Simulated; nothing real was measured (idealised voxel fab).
Documented hereafter: the process module known as voxel wiring stack.
Section shown: cut. Width: 300 nm. Cell size: 5 nm, square.
When this document writes out a cross-section, it uses a grid of square cells and lists it as bands, beginning at the top and moving down, with a band standing for one or more rows of cells.
Heads up on the band format: heights come first, top then bottom, in nm. After that it's the materials left to right, each with its width in nm. A single material flagged "all across" fills the whole band edge to edge, and "air" means there's empty space there.
Counting heights begins at 0, where everything beneath is, in the wafer as received, one material. The lowest band has no bottom; it goes on downwards, as "0 -> down" shows.
The two numbers in a width such as "30->40" mark its ends across the band: the first belongs to the top row of cells, the second to the bottom row, and from each row to the next the width moves by the same amount.
You'll sometimes find "no alterations made" written for a step, and that's the way of saying that nowhere in the cross-section did a cell change during that step.
The entry titled "Unvented internal voids" provides the empty spaces that have no open way to the top, restricted to those of 8 cells or more. Each is presented as width x height at distance, the distance being measured from the left edge, with all three in nm.
Past the settings on a step's line: simulator remark, on that step.
overlay nm: step with mask; distance mask lay right of planned place; negative value = left of planned place.

## Set out below are the planned steps of the process
step 1: RECEIVE (material Si)
step 2: CONFORMAL_DEP (material SiO2; thk nm 15)
step 3: CONFORMAL_DEP (material SiN; thk nm 5)
step 4: DIRECTIONAL_DEP (material SiO2; thk nm 15)
step 5: DIRECTIONAL_DEP (material aC; thk nm 10)
step 6: PATTERN (tone open; mask id METAL_1; material resist; width nm 30; pitch nm 55; thk nm 25; overlay nm 0)
step 7: DIRECTIONAL_ETCH (etch materials aC; depth nm 10)
step 8: STRIP (etch materials resist)
step 9: DIRECTIONAL_ETCH (etch materials SiO2; depth nm 15)
step 10: DIRECTIONAL_ETCH (etch materials SiN; depth nm 5)
step 11: STRIP (etch materials aC)
step 12: CONFORMAL_DEP (material TiN; thk nm 5)
step 13: FILL_DEP (material Ru; thk nm 10)
step 14: CMP (height nm 35)
step 15: CONFORMAL_DEP (material SiCN; thk nm 5)
step 16: DIRECTIONAL_DEP (material lowk; thk nm 30)
step 17: PATTERN (tone open; mask id METAL_2; material resist; width nm 30; pitch nm 55; thk nm 20; overlay nm 0)
step 18: DIRECTIONAL_ETCH (etch materials lowk; depth nm 20)
step 19: STRIP (etch materials resist)
step 20: MASKED_ETCH (tone open; mask id METAL_2_HOLES; width nm 15; pitch nm 55; etch materials lowk; depth nm 10; overlay nm 0)
step 21: MASKED_ETCH (tone open; mask id METAL_2_HOLES; width nm 15; pitch nm 55; etch materials SiCN; depth nm 5; overlay nm 0)
step 22: CONFORMAL_DEP (material TiN; thk nm 5)
step 23: FILL_DEP (material Cu; thk nm 10)
step 24: CMP (height nm 70)
step 25: CONFORMAL_DEP (material SiCN; thk nm 5)
step 26: DIRECTIONAL_DEP (material SiO2; thk nm 30)
step 27: MASKED_ETCH (tone open; mask id METAL_3_HOLES; width nm 15; pitch nm 55; etch materials SiO2; depth nm 30; overlay nm 0)
step 28: MASKED_ETCH (tone open; mask id METAL_3; width nm 30; pitch nm 55; etch materials SiO2; depth nm 20; overlay nm 0)
step 29: MASKED_ETCH (tone open; mask id METAL_3; width nm 30; pitch nm 55; etch materials SiCN; depth nm 5; overlay nm 0)
step 30: CONFORMAL_DEP (material TiN; thk nm 5)
step 31: FILL_DEP (material Cu; thk nm 5)
step 32: CMP (height nm 105)
step 33: CONFORMAL_DEP (material SiCN; thk nm 5)
step 34: DIRECTIONAL_DEP (material lowk; thk nm 30)
step 35: MASKED_ETCH (tone open; mask id METAL_4_HOLES; width nm 15; pitch nm 55; etch materials lowk; depth nm 30; overlay nm 0)
step 36: DIRECTIONAL_DEP (material aC; thk nm 10)
step 37: PATTERN (tone open; mask id METAL_4; material resist; width nm 30; pitch nm 55; thk nm 30; overlay nm 0)
step 38: DIRECTIONAL_ETCH (etch materials aC; depth nm 10)
step 39: STRIP (etch materials resist)
step 40: DIRECTIONAL_ETCH (etch materials lowk; depth nm 20)
step 41: DIRECTIONAL_ETCH (etch materials SiCN; depth nm 5)
step 42: STRIP (etch materials aC)
step 43: CONFORMAL_DEP (material TiN; thk nm 5)
step 44: FILL_DEP (material Cu; thk nm 5)
step 45: CMP (height nm 140)
step 46: CONFORMAL_DEP (material SiN; thk nm 5)

## Wafer as received: cross-section following step 1
- 0 -> down  Si all across
- Unvented internal voids: none

## The following cross-section depicts the wafer upon conclusion of the module. Processing commenced from the starting condition illustrated above and adhered to the plan illustrated above, save for one mistake in execution
- 145 -> 140  SiN all across
- 140 -> 125  lowk 80; TiN 5; Cu 20; TiN 5; lowk 25; TiN 5; Cu 20; TiN 5; lowk 25; TiN 5; Cu 20; TiN 5; lowk 80
- 125 -> 120  lowk 80; TiN 5; Cu 5; TiN 20; lowk 25; TiN 5; Cu 5; TiN 20; lowk 25; TiN 5; Cu 5; TiN 20; lowk 80
- 120 -> 110  lowk 80; TiN 5; Cu 5; TiN 5; lowk 40; TiN 5; Cu 5; TiN 5; lowk 40; TiN 5; Cu 5; TiN 5; lowk 95
- 110 -> 105  SiCN 80; TiN 15; SiCN 40; TiN 15; SiCN 40; TiN 15; SiCN 95
- 105 -> 90  SiO2 80; TiN 5; Cu 20; TiN 5; SiO2 25; TiN 5; Cu 20; TiN 5; SiO2 25; TiN 5; Cu 20; TiN 5; SiO2 80
- 90 -> 85  SiO2 80; TiN 5; Cu 5; TiN 20; SiO2 25; TiN 5; Cu 5; TiN 20; SiO2 25; TiN 5; Cu 5; TiN 20; SiO2 80
- 85 -> 75  SiO2 80; TiN 5; Cu 5; TiN 5; SiO2 40; TiN 5; Cu 5; TiN 5; SiO2 40; TiN 5; Cu 5; TiN 5; SiO2 95
- 75 -> 70  SiCN 80; TiN 15; SiCN 40; TiN 15; SiCN 40; TiN 15; SiCN 95
- 70 -> 55  lowk 80; TiN 5; Cu 20; TiN 5; lowk 25; TiN 5; Cu 20; TiN 5; lowk 25; TiN 5; Cu 20; TiN 5; lowk 80
- 55 -> 50  lowk 80; TiN 5; Cu 5; TiN 20; lowk 25; TiN 5; Cu 5; TiN 20; lowk 25; TiN 5; Cu 5; TiN 20; lowk 80
- 50 -> 40  lowk 80; TiN 5; Cu 5; TiN 5; lowk 40; TiN 5; Cu 5; TiN 5; lowk 40; TiN 5; Cu 5; TiN 5; lowk 95
- 40 -> 35  SiCN 80; TiN 15; SiCN 40; TiN 15; SiCN 40; TiN 15; SiCN 95
- 35 -> 25  SiO2 80; TiN 5; Ru 20; TiN 5; SiO2 25; TiN 5; Ru 20; TiN 5; SiO2 25; TiN 5; Ru 20; TiN 5; SiO2 80
- 25 -> 20  SiO2 80; TiN 30; SiO2 25; TiN 30; SiO2 25; TiN 30; SiO2 80
- 20 -> 5  SiO2 all across
- 5 -> 0  SiN all across
- 0 -> down  Si all across
- Unvented internal voids: none
Misprocessing identified: transposition of steps 2 and 3 relative to the planned sequence
